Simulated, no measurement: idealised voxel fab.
The process module that follows is named voxel self aligned contacts.
The figure presents cross-section cut, which has a width of 140 nm and is divided into square cells with an edge length of 5 nm.
Bands, listed from the top down, are how a cross-section gets written in this document; the cross-section itself is a grid of square cells, and a band is one or more rows of them. The band entry comprises the height of the band's top followed by the height of its bottom, expressed in nm, and subsequently the band's materials from left to right, each stated together with its width in nm. Where a single material is marked with the word "throughout", that material fills the band from edge to edge. The word "blank" represents empty space. Heads up on the height convention: 0 is the point under which the incoming wafer is all one material, and the lowest band has no bottom, it just keeps going down, like "0 nm and below". The width entry "30 to 40" should be interpreted row by row: the top row of cells in the band takes the first number, the bottom row takes the second number, and the change between adjacent rows is uniform throughout. "nothing different" -> step changed no cross-section cell. Reported under the label "Sealed internal voids" are the empty spaces having no open way to the top and comprising 8 cells or more; the notation for each is width x height at distance, in which the distance is measured from the left edge and all three values are in nm. Note: text after step settings on the step line = simulator remark on that step. Steps that use a mask can have "overlay nm" on their line. It says how far the mask sat to the right of where it was meant to be. Negative means to the left.
-- These are the steps we planned for the process
1 RECEIVE,material Si
2 OXIDIZE,depth nm 5
3 DIRECTIONAL_DEP,material polySi,thk nm 25
4 DIRECTIONAL_DEP,material SiN,thk nm 25
5 PATTERN,tone cover,mask id GATE,material resist,width nm 35,pitch nm 75,thk nm 20,overlay nm 0
6 DIRECTIONAL_ETCH,etch materials SiN,depth nm 25
7 DIRECTIONAL_ETCH,etch materials polySi,depth nm 25
8 STRIP,etch materials resist
9 CONFORMAL_DEP,material SiN,thk nm 5
10 DIRECTIONAL_ETCH,etch materials SiN,depth nm 10
11 FILL_DEP,material SiO2,thk nm 10
12 CMP,height nm 55
13 PATTERN,tone open,mask id CONTACT,material resist,width nm 50,thk nm 20,overlay nm 0
14 DIRECTIONAL_ETCH,etch materials SiO2,depth nm 60
15 STRIP,etch materials resist
16 CONFORMAL_DEP,material TiN,thk nm 5
17 FILL_DEP,material W,thk nm 10
18 CMP,height nm 55
19 CONFORMAL_DEP,material SiCN,thk nm 5
Same starting wafers, different thk nm at step 9. Plan value belongs to the first wafer.
-- first wafer as received, after step 1
- 0 nm and below = Si throughout
- Sealed internal voids: none
-- What follows is a table in which each wafer occupies a row; for the wafer as it stands at the close of the module, the row states, material by material, how many cells have been gained (+) or lost (-) since receipt, and then gives its closed voids
thk nm 5, -28 Si, +28 SiCN, +92 SiN, +94 SiO2, +32 TiN, +48 W, +70 polySi, Sealed internal voids: none
thk nm 10, -28 Si, +28 SiCN, +150 SiN, +62 SiO2, +32 TiN, +22 W, +70 polySi, Sealed internal voids: none
thk nm 15, -28 Si, +28 SiCN, +218 SiN, +28 SiO2, +20 TiN, +70 polySi, Sealed internal voids: none
thk nm 20, -28 Si, +28 SiCN, +238 SiN, +28 SiO2, +70 polySi, Sealed internal voids: none
thk nm 25, -28 Si, +28 SiCN, +238 SiN, +28 SiO2, +70 polySi, Sealed internal voids: none
